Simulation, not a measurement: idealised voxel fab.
Module name: voxel gate over fins (process module)
180 nm wide, 5 nm square cells: that's cross-section cut.
A cross-section is written here as square cells arranged in a grid, and it is given in bands from the top down, each band taking up one or more rows of cells.
What a band's entry tells you: where the top is and where the bottom is, as heights in nm, and after that what lies inside, material by material from left to right, each with its width in nm. Empty space is written as the word "empty", and a single material marked with the word "full width" occupies the band from edge to edge.
All heights in this document are referenced to 0, defined as the level beneath which the wafer, as received, consists entirely of one material. The lowest band is not bounded below; it extends indefinitely downward and is written in the form "0 down".
Width spec "30..40" -> top row of cells at first value, bottom row at second value, equal per-row change in between.
"everything unchanged" for a step: no cell of the cross-section changed in that step.
Entry "Enclosed void list" = empty spaces >= 8 cells with no open way to the top; each as width x height at distance, distance from left edge, all nm.
Read whatever lies past the settings on a step's line as the simulator's own remark about the step.
If you see "overlay nm" on a step's line and that step has a mask, it's telling you how far right of where it was planned the mask ended up; a negative number means it went left instead.

Intended process steps:
1. RECEIVE,material Si
2. CONFORMAL_DEP,material SiN,thk nm 10
3. DIRECTIONAL_DEP,material aC,thk nm 10
4. PATTERN,tone cover,mask id FINS,material resist,width nm 15,pitch nm 40,thk nm 25,overlay nm 0
5. DIRECTIONAL_ETCH,etch materials aC,depth nm 10
6. STRIP,etch materials resist
7. DIRECTIONAL_ETCH,etch materials SiN,depth nm 10
8. DIRECTIONAL_ETCH,etch materials Si,depth nm 30
9. STRIP,etch materials aC
10. OXIDIZE,depth nm 5
11. FILL_DEP,material SiO2,thk nm 15
12. CMP,height nm 10
13. SELECTIVE_ETCH,etch materials SiO2,depth nm 25
14. STRIP,etch materials SiN
15. CONFORMAL_DEP,material HfO2,thk nm 5
16. CONFORMAL_DEP,material TiN,thk nm 5
17. FILL_DEP,material W,thk nm 10
18. CMP,height nm 15
19. CONFORMAL_DEP,material SiCN,thk nm 10

Wafer cross-section on receipt, i.e. after step 1:
0 down | Si full width
Enclosed void list: none

The module was run from the start shown above using the plan shown above, but one mistake was made doing it; the resulting wafer cross-section is below:
25 to 15 | SiCN full width
15 to 10 | W full width
10 to 5 | 25 TiN, then 5 W, then 35 TiN, then 5 W, then 35 TiN, then 5 W, then 35 TiN, then 5 W, then 30 TiN
5 to 0 | 20 HfO2, then 5 TiN, then 5 W, then 5 TiN, then 25 HfO2, then 5 TiN, then 5 W, then 5 TiN, then 25 HfO2, then 5 TiN, then 5 W, then 5 TiN, then 25 HfO2, then 5 TiN, then 5 W, then 5 TiN, then 25 HfO2
0 to -5 | 15 Si, then 5 HfO2, then 5 TiN, then 5 W, then 5 TiN, then 5 HfO2, then 15 Si, then 5 HfO2, then 5 TiN, then 5 W, then 5 TiN, then 5 HfO2, then 15 Si, then 5 HfO2, then 5 TiN, then 5 W, then 5 TiN, then 5 HfO2, then 15 Si, then 5 HfO2, then 5 TiN, then 5 W, then 5 TiN, then 5 HfO2, then 20 Si
-5 to -10 | 15 Si, then 5 HfO2, then 15 TiN, then 5 HfO2, then 15 Si, then 5 HfO2, then 15 TiN, then 5 HfO2, then 15 Si, then 5 HfO2, then 15 TiN, then 5 HfO2, then 15 Si, then 5 HfO2, then 15 TiN, then 5 HfO2, then 20 Si
-10 to -15 | 15 Si, then 25 HfO2, then 15 Si, then 25 HfO2, then 15 Si, then 25 HfO2, then 15 Si, then 25 HfO2, then 20 Si
-15 to -35 | 15 Si, then 25 SiO2, then 15 Si, then 25 SiO2, then 15 Si, then 25 SiO2, then 15 Si, then 25 SiO2, then 20 Si
-35 down | Si full width
Enclosed void list: none
Run error: step 4 was not run as planned; what actually ran was PATTERN,tone open,mask id FINS,material resist,width nm 15,pitch nm 40,thk nm 25,overlay nm 0
